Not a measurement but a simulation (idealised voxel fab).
Process module name: voxel capacitor over wiring
In the cross-section labelled cut, the width is 280 nm and each square cell is 5 nm.
In this document a cross-section is written as a grid of square cells. It is given as a series of bands, listed from the top down, and a band is one or more rows of cells. Heights first: top, then bottom, in nm. Then materials, left to right, each with a width in nm. "full width" on a single material: fills the band edge to edge. "blank": empty space. Note: height 0 marks the level under which the wafer is uniformly one material as received. Lowest band unbounded below, written "from 0 down". Width spec "30..40" -> top row of cells at first value, bottom row at second value, equal per-row change in between. "nothing different" after a step means that no cell of the cross-section changed. The list in "Closed void list" covers empty spaces of 8 cells or more that cannot reach the top through any open way, and it gives each as width x height at distance; the distance is from the left edge, and width, height and distance are in nm. It should be noted that, on the line of a given step, the content following the step's settings is a remark produced by the simulator itself with respect to that step. The optional step-line setting "overlay nm" applies to steps with a mask and quantifies how far to the right of its planned location the mask lay, a negative value indicating leftward placement.
[Process steps - plan]
1 RECEIVE with material Si
2 CONFORMAL_DEP with material SiO2, thk nm 10
3 DIRECTIONAL_DEP with material TiN, thk nm 5
4 DIRECTIONAL_DEP with material W, thk nm 20
5 PATTERN with tone cover, mask id METAL_1, material resist, width nm 20, pitch nm 75, thk nm 15, overlay nm 0
6 DIRECTIONAL_ETCH with etch materials W, depth nm 20
7 DIRECTIONAL_ETCH with etch materials TiN, depth nm 5
8 STRIP with etch materials resist
9 FILL_DEP with material lowk, thk nm 5
10 CMP with height nm 35
11 CONFORMAL_DEP with material SiCN, thk nm 5
12 DIRECTIONAL_DEP with material SiO2, thk nm 20
13 DIRECTIONAL_DEP with material aC, thk nm 15
14 PATTERN with tone open, mask id PLUG_1, material resist, width nm 15, thk nm 35, overlay nm 0
15 DIRECTIONAL_ETCH with etch materials aC, depth nm 15
16 STRIP with etch materials resist
17 DIRECTIONAL_ETCH with etch materials SiO2, depth nm 20
18 DIRECTIONAL_ETCH with etch materials SiCN, depth nm 5
19 STRIP with etch materials aC
20 EPI with material Ru, thk nm 10
21 EPI with material Ru, thk nm 10
22 EPI with material Ru, thk nm 5
23 DIRECTIONAL_DEP with material TiN, thk nm 5
24 DIRECTIONAL_DEP with material SiN, thk nm 5
25 DIRECTIONAL_DEP with material TiN, thk nm 5
26 PATTERN with tone cover, mask id UPPER_PLATE, material resist, width nm 60, thk nm 20, overlay nm 0
27 DIRECTIONAL_ETCH with etch materials TiN, depth nm 5
28 DIRECTIONAL_ETCH with etch materials SiN, depth nm 5
29 STRIP with etch materials resist
30 MASKED_ETCH with tone cover, mask id LOWER_PLATE, width nm 70, etch materials TiN, depth nm 5, overlay nm 0
31 FILL_DEP with material SiO2, thk nm 15
32 CMP with height nm 85
33 MASKED_ETCH with tone open, mask id PLUG_2, width nm 15, etch materials SiO2, depth nm 10, overlay nm 0
34 CONFORMAL_DEP with material TiN, thk nm 5
35 FILL_DEP with material Cu, thk nm 5
36 CMP with height nm 85
37 CONFORMAL_DEP with material SiCN, thk nm 5
Don't read the plan's width nm for step 14 as applying to every wafer: that's the first wafer's value, and the wafers differ in it, though they all start identical.
[The first of several wafers, as received after step 1, seen in section]
	from 0 down: Si full width
	Closed void list: none
[Cross-section after step 37, the final step of the module, for the first of several wafers]
	from 90 to 85: SiCN full width
	from 85 to 80: SiO2 105, TiN 5, Cu 5, TiN 5, SiO2 160
	from 80 to 70: SiO2 105..95, TiN 15..60, SiO2 160..125
	from 70 to 65: SiO2 95, SiN 60, SiO2 125
	from 65 to 60: SiO2 90, TiN 70, SiO2 120
	from 60 to 40: SiO2 95, Ru 15, SiO2 170
	from 40 to 35: SiCN 95, Ru 15, SiCN 170
	from 35 to 15: lowk 90, W 20, lowk 55, W 20, lowk 95
	from 15 to 10: lowk 90, TiN 20, lowk 55, TiN 20, lowk 95
	from 10 to 0: SiO2 full width
	from 0 down: Si full width
	Closed void list: none
[Here's the last wafer cross-sectioned at the end of the module]
	from 90 to 85: SiCN full width
	from 85 to 80: SiO2 105, TiN 5, Cu 5, TiN 5, SiO2 160
	from 80 to 70: SiO2 105..95, TiN 15..60, SiO2 160..125
	from 70 to 65: SiO2 95, SiN 60, SiO2 125
	from 65 to 60: SiO2 90, TiN 70, SiO2 120
	from 60 to 40: SiO2 90, Ru 30, SiO2 160
	from 40 to 35: SiCN 90, Ru 30, SiCN 160
	from 35 to 15: lowk 90, W 20, lowk 55, W 20, lowk 95
	from 15 to 10: lowk 90, TiN 20, lowk 55, TiN 20, lowk 95
	from 10 to 0: SiO2 full width
	from 0 down: Si full width
	Closed void list: none
[The table below has one row for each wafer; a row shows, as of the end of the module, how many cells of each material the wafer has gained, marked (+), or lost, marked (-), since it was received, and then the wafer's closed voids]
width nm 15; +1 Cu; +15 Ru; +109 SiCN; +12 SiN; +560 SiO2; +39 TiN; +32 W; +240 lowk; Closed void list: none
width nm 20; +1 Cu; +20 Ru; +108 SiCN; +12 SiN; +556 SiO2; +39 TiN; +32 W; +240 lowk; Closed void list: none
width nm 25; +1 Cu; +25 Ru; +107 SiCN; +12 SiN; +552 SiO2; +39 TiN; +32 W; +240 lowk; Closed void list: none
width nm 30; +1 Cu; +30 Ru; +106 SiCN; +12 SiN; +548 SiO2; +39 TiN; +32 W; +240 lowk; Closed void list: none
